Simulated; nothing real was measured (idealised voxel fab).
process module | voxel double patterning
cross-section cut | 165 nm wide | cells 5 nm
A cross-section is a grid of square cells, given in bands from the top down. A band is one or more rows of cells.
Each band's line starts with the height of the band's top and of its bottom, in nm. Then come its materials from left to right, each with its width in nm. One material with "throughout" fills the band from edge to edge. "air" is empty space.
Height 0 is the level under which the wafer as received is all one material. The lowest band goes on downwards, as in "0 down".
A width such as "30 to 40" changes by the same amount from each row of cells to the next, from the band's top row to its bottom row.
"no change" after a step means that no cell of the cross-section changed.
closed voids: empty space of 8 cells or more with no open way to the top, each as width x height at its distance from the left edge, in nm
after a step's settings: what the simulator itself notes on the step
overlay nm, on a step with a mask: how far to the right of its planned place the mask lay; to the left if negative
plan
1 op RECEIVE | material Si
2 op CONFORMAL_DEP | material SiN | thk nm 5
3 op DIRECTIONAL_DEP | material SiO2 | thk nm 15
4 op DIRECTIONAL_DEP | material SiCN | thk nm 5
5 op DIRECTIONAL_DEP | material aC | thk nm 15
6 op PATTERN | tone open | mask id FIRST | material resist | width nm 15 | pitch nm 50 | thk nm 35 | overlay nm 0
7 op DIRECTIONAL_ETCH | etch materials aC | depth nm 15
8 op STRIP | etch materials resist
9 op DIRECTIONAL_ETCH | etch materials SiCN | depth nm 5
10 op STRIP | etch materials aC
11 op DIRECTIONAL_DEP | material aC | thk nm 15
12 op PATTERN | tone open | mask id SECOND | material resist | width nm 15 | thk nm 35 | overlay nm 0
13 op DIRECTIONAL_ETCH | etch materials aC | depth nm 15
14 op STRIP | etch materials resist
15 op DIRECTIONAL_ETCH | etch materials SiCN | depth nm 5
16 op STRIP | etch materials aC
17 op DIRECTIONAL_ETCH | etch materials SiO2 | depth nm 15
18 op STRIP | etch materials SiCN
as received, after step 1
  0 down: Si throughout
  closed voids: none
first wafer at the end, as planned
  20 to 5: SiO2 50 | air 15 | SiO2 10 | air 15 | SiO2 10 | air 15 | SiO2 50
  5 to 0: SiN throughout
  0 down: Si throughout
  closed voids: none
second wafer at the end: like start, like plan, one mistake
  20 to 5: SiO2 60 | air 30 | SiO2 20 | air 15 | SiO2 40
  5 to 0: SiN throughout
  0 down: Si throughout
  closed voids: none
what went wrong: step 6 ran as: op PATTERN | tone open | mask id FIRST | material resist | width nm 15 | pitch nm 50 | thk nm 35 | overlay nm 10
at the end the second wafer has, in cells: as many of each material as the first, in other places
